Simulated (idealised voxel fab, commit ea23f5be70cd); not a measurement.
The process module that follows is named voxel transistor to metal.
The cross-section shown here is cut; it is 190 nm wide and divided into square cells measuring 5 nm on a side.
In what follows, cross-sections appear as grids of square cells, described through bands that run from the top down, where every band is one or more rows of cells. The band entry comprises the height of the band's top followed by the height of its bottom, expressed in nm, and subsequently the band's materials from left to right, each stated together with its width in nm. Where a single material is marked with the word "everywhere", that material fills the band from edge to edge. The word "air" represents empty space. Basically, 0 is our baseline, since under it the wafer straight out of the box is all one material. The bottom band has no lower end and keeps on going down, so it looks like "0..down". A two-number width, for instance "30->40", indicates that the width is equal to the first number in the top row of the band and to the second number in the bottom row, and that it changes by a constant amount per row of cells. A step reported as "nothing got changed" is a step in which no cell of the cross-section changed. Basically, "Unvented cavities" tells you about the enclosed voids: empty spaces with no open way to the top, 8 cells or bigger, each written width x height at distance, where distance is from the left edge, all in nm. Formally, on a step line, whatever follows the settings is a remark that the simulator itself makes on the step. Among the settings permitted on a step's line is "overlay nm"; applied to a step with a mask, it specifies the extent to which the mask lay to the right of its planned position, whereas a negative figure signifies a position to the left.
Here's what the planned process steps look like:
- 1: RECEIVE,material Si
- 2: CONFORMAL_DEP,material SiO2,thk nm 5
- 3: CONFORMAL_DEP,material SiN,thk nm 10
- 4: DIRECTIONAL_DEP,material aC,thk nm 10
- 5: PATTERN,tone cover,mask id ACTIVE,material resist,width nm 115,thk nm 25,overlay nm 0
- 6: DIRECTIONAL_ETCH,etch materials aC,depth nm 10
- 7: STRIP,etch materials resist
- 8: DIRECTIONAL_ETCH,etch materials SiN,depth nm 10
- 9: DIRECTIONAL_ETCH,etch materials SiO2,depth nm 5
- 10: DIRECTIONAL_ETCH,etch materials Si,depth nm 35
- 11: STRIP,etch materials aC
- 12: FILL_DEP,material SiO2,thk nm 5
- 13: CMP,height nm 15
- 14: SELECTIVE_ETCH,etch materials SiO2,depth nm 10
- 15: STRIP,etch materials SiN
- 16: SELECTIVE_ETCH,etch materials SiO2,depth nm 5
- 17: OXIDIZE,depth nm 5
- 18: DIRECTIONAL_DEP,material polySi,thk nm 25
- 19: DIRECTIONAL_DEP,material SiCN,thk nm 10
- 20: MASKED_ETCH,tone cover,mask id GATE,width nm 25,etch materials SiCN,depth nm 20,overlay nm 0
- 21: MASKED_ETCH,tone cover,mask id GATE,width nm 25,etch materials polySi,depth nm 35,overlay nm 0
- 22: CONFORMAL_DEP,material SiN,thk nm 10
- 23: DIRECTIONAL_ETCH,etch materials SiN,depth nm 10
- 24: DIRECTIONAL_ETCH,etch materials SiO2,depth nm 5
- 25: EPI,material nSi,thk nm 5
- 26: FILL_DEP,material SiO2,thk nm 10
- 27: CMP,height nm 25
- 28: STRIP,etch materials polySi
- 29: SELECTIVE_ETCH,etch materials SiO2,depth nm 5
- 30: CONFORMAL_DEP,material HfO2,thk nm 5
- 31: CONFORMAL_DEP,material TiN,thk nm 5
- 32: FILL_DEP,material W,thk nm 5
- 33: CMP,height nm 20
- 34: DIRECTIONAL_DEP,material SiO2,thk nm 10
- 35: PATTERN,tone open,mask id CONTACT,material resist,width nm 20,pitch nm 75,thk nm 20,overlay nm 0
- 36: DIRECTIONAL_ETCH,etch materials SiO2,depth nm 30
- 37: STRIP,etch materials resist
- 38: CONFORMAL_DEP,material TiN,thk nm 5
- 39: FILL_DEP,material W,thk nm 10
- 40: CMP,height nm 30
- 41: DIRECTIONAL_DEP,material TiN,thk nm 5
- 42: DIRECTIONAL_DEP,material Ru,thk nm 15
- 43: PATTERN,tone cover,mask id METAL_1,material resist,width nm 20,pitch nm 75,thk nm 15,overlay nm 0
- 44: DIRECTIONAL_ETCH,etch materials Ru,depth nm 15
- 45: DIRECTIONAL_ETCH,etch materials TiN,depth nm 5
- 46: STRIP,etch materials resist
- 47: CONFORMAL_DEP,material SiN,thk nm 5
- 48: FILL_DEP,material lowk,thk nm 5
- 49: CMP,height nm 50
- 50: CONFORMAL_DEP,material SiN,thk nm 5
Delivered wafer in cross-section: state after step 1:
	0..down  Si everywhere
	Unvented cavities: none
Wafer cross-section at end of module: start and plan as shown above, one execution error:
	55..50  SiN everywhere
	50..35  lowk 40, then W 5, then Ru 20, then W 5, then lowk 45, then W 5, then Ru 20, then W 5, then lowk 45
	35..30  W 45, then TiN 20, then W 55, then TiN 20, then W 50
	30..20  SiO2 45, then TiN 5, then W 10, then TiN 5, then SiO2 55, then TiN 5, then W 10, then TiN 5, then SiO2 50
	20..5  SiO2 45, then TiN 5, then W 10, then TiN 5, then SiO2 5, then SiN 10, then HfO2 5, then TiN 5, then W 5, then TiN 5, then HfO2 5, then SiN 10, then SiO2 5, then TiN 5, then W 10, then TiN 5, then SiO2 50
	5..0  SiO2 45, then TiN 20, then SiO2 5, then SiN 10, then HfO2 5, then TiN 15, then HfO2 5, then SiN 10, then SiO2 5, then TiN 20, then SiO2 50
	0..-5  SiO2 30, then nSi 40, then SiO2 5, then HfO2 35, then SiO2 5, then nSi 40, then SiO2 35
	-5..-35  SiO2 35, then Si 115, then SiO2 40
	-35..down  Si everywhere
	Unvented cavities: none
Error vs. plan: step 47 off recipe, ran as CONFORMAL_DEP,material W,thk nm 5
